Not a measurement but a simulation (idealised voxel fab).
Process module name: voxel transistor to metal
Section cut is 215 nm wide and gridded with 5 nm square cells.
Think of the cross-section as a grid of square cells. We describe it in bands, top to bottom, and each band covers one or more rows of those cells. Read a band's entry like this: the first values are the height of its top and the height of its bottom in nm, and what follows is the sequence of materials from left to right, each with its width in nm. Note that "air" is empty space, and that a single material marked "full width" reaches across the band from edge to edge. Heights are expressed relative to 0, this being the level below which the as-received wafer comprises one material exclusively. The lowest band is unbounded in the downward direction and is denoted as in "0 -> down". With a width like "30->40", each row of cells in the band differs from the next by the same amount, the top row carrying the first number and the bottom row the second. No cell of the cross-section changed in a step that is given as "nothing got changed". The label "Sealed voids" introduces a list of the empty spaces, 8 cells or larger, that have no open way up to the top; each entry in it reads width x height at distance, where the distance is taken from the left edge and all three are stated in nm. Anything after a step's settings on that line? It's the simulator's own note about the step. overlay nm: on a step with a mask, how far right of its planned place the mask lay; negative means left.
**plan**
| 1 | RECEIVE [material Si] |
| 2 | OXIDIZE [depth nm 5] |
| 3 | CONFORMAL_DEP [material SiN] [thk nm 10] |
| 4 | DIRECTIONAL_DEP [material aC] [thk nm 15] |
| 5 | PATTERN [tone cover] [mask id ACTIVE] [material resist] [width nm 115] [thk nm 30] [overlay nm 0] |
| 6 | DIRECTIONAL_ETCH [etch materials aC] [depth nm 15] |
| 7 | STRIP [etch materials resist] |
| 8 | DIRECTIONAL_ETCH [etch materials SiN] [depth nm 10] |
| 9 | DIRECTIONAL_ETCH [etch materials SiO2] [depth nm 5] |
| 10 | DIRECTIONAL_ETCH [etch materials Si] [depth nm 25] |
| 11 | STRIP [etch materials aC] |
| 12 | FILL_DEP [material SiO2] [thk nm 10] |
| 13 | CMP [height nm 10] |
| 14 | SELECTIVE_ETCH [etch materials SiO2] [depth nm 10] |
| 15 | STRIP [etch materials SiN] |
| 16 | SELECTIVE_ETCH [etch materials SiO2] [depth nm 5] |
| 17 | OXIDIZE [depth nm 5] |
| 18 | DIRECTIONAL_DEP [material polySi] [thk nm 25] |
| 19 | DIRECTIONAL_DEP [material SiCN] [thk nm 15] |
| 20 | PATTERN [tone cover] [mask id GATE] [material resist] [width nm 35] [thk nm 15] [overlay nm 0] |
| 21 | DIRECTIONAL_ETCH [etch materials SiCN] [depth nm 25] |
| 22 | DIRECTIONAL_ETCH [etch materials polySi] [depth nm 35] |
| 23 | STRIP [etch materials resist] |
| 24 | CONFORMAL_DEP [material SiO2] [thk nm 5] |
| 25 | DIRECTIONAL_ETCH [etch materials SiO2] [depth nm 5] |
| 26 | CONFORMAL_DEP [material SiN] [thk nm 5] |
| 27 | DIRECTIONAL_ETCH [etch materials SiN] [depth nm 5] |
| 28 | DIRECTIONAL_ETCH [etch materials SiO2] [depth nm 5] |
| 29 | EPI [material pSi] [thk nm 5] |
| 30 | FILL_DEP [material SiO2] [thk nm 10] |
| 31 | CMP [height nm 20] |
| 32 | STRIP [etch materials polySi] |
| 33 | SELECTIVE_ETCH [etch materials SiO2] [depth nm 5] |
| 34 | CONFORMAL_DEP [material HfO2] [thk nm 5] |
| 35 | CONFORMAL_DEP [material TiN] [thk nm 5] |
| 36 | FILL_DEP [material W] [thk nm 10] |
| 37 | CMP [height nm 15] |
| 38 | DIRECTIONAL_DEP [material SiO2] [thk nm 15] |
| 39 | MASKED_ETCH [tone open] [mask id CONTACT] [width nm 15] [pitch nm 80] [etch materials SiO2] [depth nm 35] [overlay nm 0] |
| 40 | CONFORMAL_DEP [material TiN] [thk nm 5] |
| 41 | FILL_DEP [material W] [thk nm 5] |
| 42 | CMP [height nm 30] |
| 43 | CONFORMAL_DEP [material SiCN] [thk nm 5] |
| 44 | DIRECTIONAL_DEP [material SiO2] [thk nm 20] |
| 45 | PATTERN [tone open] [mask id METAL_1] [material resist] [width nm 15] [pitch nm 80] [thk nm 15] [overlay nm 0] |
| 46 | DIRECTIONAL_ETCH [etch materials SiO2] [depth nm 20] |
| 47 | DIRECTIONAL_ETCH [etch materials SiCN] [depth nm 5] |
| 48 | STRIP [etch materials resist] |
| 49 | CONFORMAL_DEP [material TiN] [thk nm 5] |
| 50 | FILL_DEP [material Cu] [thk nm 10] |
| 51 | CMP [height nm 55] |
| 52 | EPI [material Ru] [thk nm 5] |
| 53 | FILL_DEP [material SiCN] [thk nm 5] |
**Cross-section of the wafer at receipt, which is the condition after step 1**
    0 -> down = Si full width
    Sealed voids: none
**Final wafer profile in cross-section after the module, from the same start and plan as above, with one mistake made during processing**
    65 -> 60 = SiCN full width
    60 -> 55 = SiCN (55), Ru (25), SiCN (55), Ru (25), SiCN (55)
    55 -> 35 = SiO2 (60), TiN (5), Cu (5), TiN (5), SiO2 (65), TiN (5), Cu (5), TiN (5), SiO2 (60)
    35 -> 30 = SiCN (60), TiN (15), SiCN (65), TiN (15), SiCN (60)
    30 -> 15 = SiO2 (60), TiN (5), W (5), TiN (5), SiO2 (65), TiN (5), W (5), TiN (5), SiO2 (60)
    15 -> 0 = SiO2 (60), TiN (5), W (5), TiN (5), SiO2 (5), SiN (5), HfO2 (5), TiN (5), W (25), TiN (5), HfO2 (5), SiN (5), SiO2 (5), TiN (5), W (5), TiN (5), SiO2 (60)
    0 -> -5 = SiO2 (60), TiN (15), SiO2 (5), SiN (5), HfO2 (5), TiN (35), HfO2 (5), SiN (5), SiO2 (5), TiN (15), SiO2 (60)
    -5 -> -10 = SiO2 (45), pSi (35), SiO2 (5), HfO2 (45), SiO2 (5), pSi (40), SiO2 (40)
    -10 -> -30 = SiO2 (50), Si (120), SiO2 (45)
    -30 -> down = Si full width
    Sealed voids: none
Processing error: step 5 off recipe, ran as PATTERN [tone cover] [mask id ACTIVE] [material resist] [width nm 120] [thk nm 30] [overlay nm 0]
